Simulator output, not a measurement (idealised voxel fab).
The following process module bears the name voxel ribs on slabs.
Xsec cut, 265 nm wide, square cell size 5 nm.
If you're reading a cross-section in this doc, picture square cells in a grid; it comes to you as bands, top ones listed first down to the bottom, and a band can be one or more rows of cells.
First you get the band's top height and its bottom height, in nm, and then the materials it's made of, left to right, with each width in nm. If you see a single material with "everywhere", that one covers the band edge to edge. "blank" is empty space.
The level at which height equals 0 is the one under which the wafer, as it arrives, is entirely one material. No lower edge exists for the bottom band, which continues downward and is notated as in "0 -> down".
A width given as "30..40" starts at the first number in the band's top row and ends at the second number in its bottom row, shifting by an equal amount at every step from row to row.
Take "all unchanged" at face value: in the step it is given for, the cross-section changed in none of its cells.
"Unvented cavities" specifies each empty space that is not open to the top and that occupies no fewer than 8 cells, using the form width x height at distance, the distance measured from the left edge and all three quantities in nm.
The remark found on a step's line after its settings is issued by the simulator itself and pertains to that step.
The setting "overlay nm" may be written on the line of a step. When the step uses a mask, the value reports how far to the right of the planned place the mask lay, and a negative value reports that it lay to the left.
The planned process steps are enumerated hereunder
- 1: RECEIVE: material Si
- 2: DIRECTIONAL_DEP: material SiO2, thk nm 20
- 3: DIRECTIONAL_DEP: material polySi, thk nm 20
- 4: PATTERN: tone cover, mask id RIB, material resist, width nm 30, thk nm 15, overlay nm 0
- 5: DIRECTIONAL_ETCH: etch materials polySi, depth nm 5
- 6: STRIP: etch materials resist
- 7: PATTERN: tone cover, mask id SLAB, material resist, width nm 90, thk nm 20, overlay nm 0
- 8: DIRECTIONAL_ETCH: etch materials polySi, depth nm 15
- 9: STRIP: etch materials resist
- 10: FILL_DEP: material SiO2, thk nm 30
- 11: CMP: height nm 60
- 12: DIRECTIONAL_DEP: material TiN, thk nm 10
- 13: PATTERN: tone cover, mask id HEATER, material resist, width nm 40, thk nm 15, overlay nm 0
- 14: DIRECTIONAL_ETCH: etch materials TiN, depth nm 10
- 15: STRIP: etch materials resist
- 16: CONFORMAL_DEP: material SiN, thk nm 5
Shown in cross-section is the wafer as received, that is, as it stands after step 1
> 0 -> down = Si everywhere
> Unvented cavities: none
The first of the two wafers as seen in cross-section once the module was finished; processing followed the plan
> 75 -> 70 = blank=105 / SiN=50 / blank=110
> 70 -> 65 = blank=105 / SiN=5 / TiN=40 / SiN=5 / blank=110
> 65 -> 60 = SiN=110 / TiN=40 / SiN=115
> 60 -> 40 = SiO2 everywhere
> 40 -> 35 = SiO2=115 / polySi=30 / SiO2=120
> 35 -> 20 = SiO2=85 / polySi=90 / SiO2=90
> 20 -> 0 = SiO2 everywhere
> 0 -> down = Si everywhere
> Unvented cavities: none
Here is the second of the two wafers cut open at the end of the module - same start, same plan as the first one, but we made one mistake running it
> 75 -> 70 = blank=100 / SiN=60 / blank=105
> 70 -> 65 = blank=100 / SiN=5 / TiN=50 / SiN=5 / blank=105
> 65 -> 60 = SiN=105 / TiN=50 / SiN=110
> 60 -> 40 = SiO2 everywhere
> 40 -> 35 = SiO2=115 / polySi=30 / SiO2=120
> 35 -> 20 = SiO2=85 / polySi=90 / SiO2=90
> 20 -> 0 = SiO2 everywhere
> 0 -> down = Si everywhere
> Unvented cavities: none
Deviation from plan: note that step 13 departed from the planned setting and was carried out as PATTERN: tone cover, mask id HEATER, material resist, width nm 50, thk nm 15, overlay nm 0
The final cell counts differ between the wafers, with the second having more or fewer of some materials than the first: TiN +4
